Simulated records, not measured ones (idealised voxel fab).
process module | voxel self aligned vias
FYI the section here is cut, 285 nm wide, cells are 5 nm squares.
Cross-section format: a grid of square cells, given as bands from top to bottom; each band is one or more rows of cells. Per band: top height and bottom height in nm, followed by the left-to-right materials and their widths in nm; "full width" marks a single material spanning edge to edge, "air" marks empty space. It should be noted that heights are counted from 0, beneath which the wafer as supplied is of one material throughout, and that the lowest band possesses no lower boundary but continues downward, as written in "0..down". So if you see something like "30..40" for the width, read it as the top row of the band sitting at the first number and the bottom row at the second, with every row in between moving by the same amount as the last. Where a step carries "no change", the cross-section came out of it unchanged, cell for cell. "Unvented cavities" - sealed voids, min. 8 cells, no opening to top; format: width x height at distance (distance from left edge; nm throughout). Text after the settings on a step's line: the simulator's own remark on that step. "overlay nm" denotes, for a step that has a mask, the displacement of the mask to the right of its planned place, with negative values corresponding to the left.

Below is the list of planned process steps:
| 1 | RECEIVE (material Si) |
| 2 | CONFORMAL_DEP (material SiO2; thk nm 15) |
| 3 | CONFORMAL_DEP (material SiCN; thk nm 5) |
| 4 | DIRECTIONAL_DEP (material lowk; thk nm 30) |
| 5 | DIRECTIONAL_DEP (material aC; thk nm 10) |
| 6 | PATTERN (tone open; mask id LINES; material resist; width nm 20; pitch nm 60; thk nm 30; overlay nm 0) |
| 7 | DIRECTIONAL_ETCH (etch materials aC; depth nm 10) |
| 8 | STRIP (etch materials resist) |
| 9 | DIRECTIONAL_ETCH (etch materials lowk; depth nm 30) |
| 10 | STRIP (etch materials aC) |
| 11 | CONFORMAL_DEP (material TiN; thk nm 5) |
| 12 | FILL_DEP (material W; thk nm 10) |
| 13 | CMP (height nm 50) |
| 14 | SELECTIVE_ETCH (etch materials W Ru TiN; depth nm 10) |
| 15 | FILL_DEP (material SiN; thk nm 10) |
| 16 | CMP (height nm 50) |
| 17 | DIRECTIONAL_DEP (material lowk; thk nm 15) |
| 18 | PATTERN (tone open; mask id VIAS; material resist; width nm 40; thk nm 15; overlay nm 0) |
| 19 | DIRECTIONAL_ETCH (etch materials lowk; depth nm 15) |
| 20 | DIRECTIONAL_ETCH (etch materials SiN; depth nm 10) |
| 21 | STRIP (etch materials resist) |
| 22 | CONFORMAL_DEP (material TiN; thk nm 5) |
| 23 | FILL_DEP (material W; thk nm 5) |
| 24 | CMP (height nm 65) |
| 25 | CONFORMAL_DEP (material SiN; thk nm 5) |

As received (post step 1): cross-section:
> 0..down  Si full width
> Unvented cavities: none

Run as planned - first of the two wafers cross-sectioned at the end of the module:
> 70..65  SiN full width
> 65..55  90 of lowk, then 5 of TiN, then 30 of W, then 5 of TiN, then 155 of lowk
> 55..50  90 of lowk, then 15 of TiN, then 10 of W, then 15 of TiN, then 155 of lowk
> 50..45  100 of lowk, then 5 of TiN, then 10 of W, then 5 of TiN, then 40 of lowk, then 20 of SiN, then 105 of lowk
> 45..40  100 of lowk, then 20 of TiN, then 40 of lowk, then 20 of SiN, then 105 of lowk
> 40..25  100 of lowk, then 5 of TiN, then 10 of W, then 5 of TiN, then 40 of lowk, then 5 of TiN, then 10 of W, then 5 of TiN, then 105 of lowk
> 25..20  100 of lowk, then 20 of TiN, then 40 of lowk, then 20 of TiN, then 105 of lowk
> 20..15  SiCN full width
> 15..0  SiO2 full width
> 0..down  Si full width
> Unvented cavities: none

End-of-module cross-section of the second wafer: identical starting point and process plan to the first, with one processing mistake:
> 70..65  SiN full width
> 65..55  90 of lowk, then 5 of TiN, then 30 of W, then 5 of TiN, then 155 of lowk
> 55..50  90 of lowk, then 15 of TiN, then 10 of W, then 15 of TiN, then 155 of lowk
> 50..45  100 of lowk, then 5 of TiN, then 10 of W, then 5 of TiN, then 40 of lowk, then 20 of SiN, then 105 of lowk
> 45..40  100 of lowk, then 20 of TiN, then 40 of lowk, then 20 of SiN, then 105 of lowk
> 40..35  100 of lowk, then 20 of TiN, then 40 of lowk, then 20 of TiN, then 105 of lowk
> 35..30  SiCN full width
> 30..0  SiO2 full width
> 0..down  Si full width
> Unvented cavities: none
The mistake made against the process plan was this: it should be noted that step 2 of the plan was executed twice
The second wafer ends with more or fewer cells of some materials than the first, per final count: SiO2: 171 more | TiN: 12 fewer | W: 12 fewer | lowk: 147 fewer
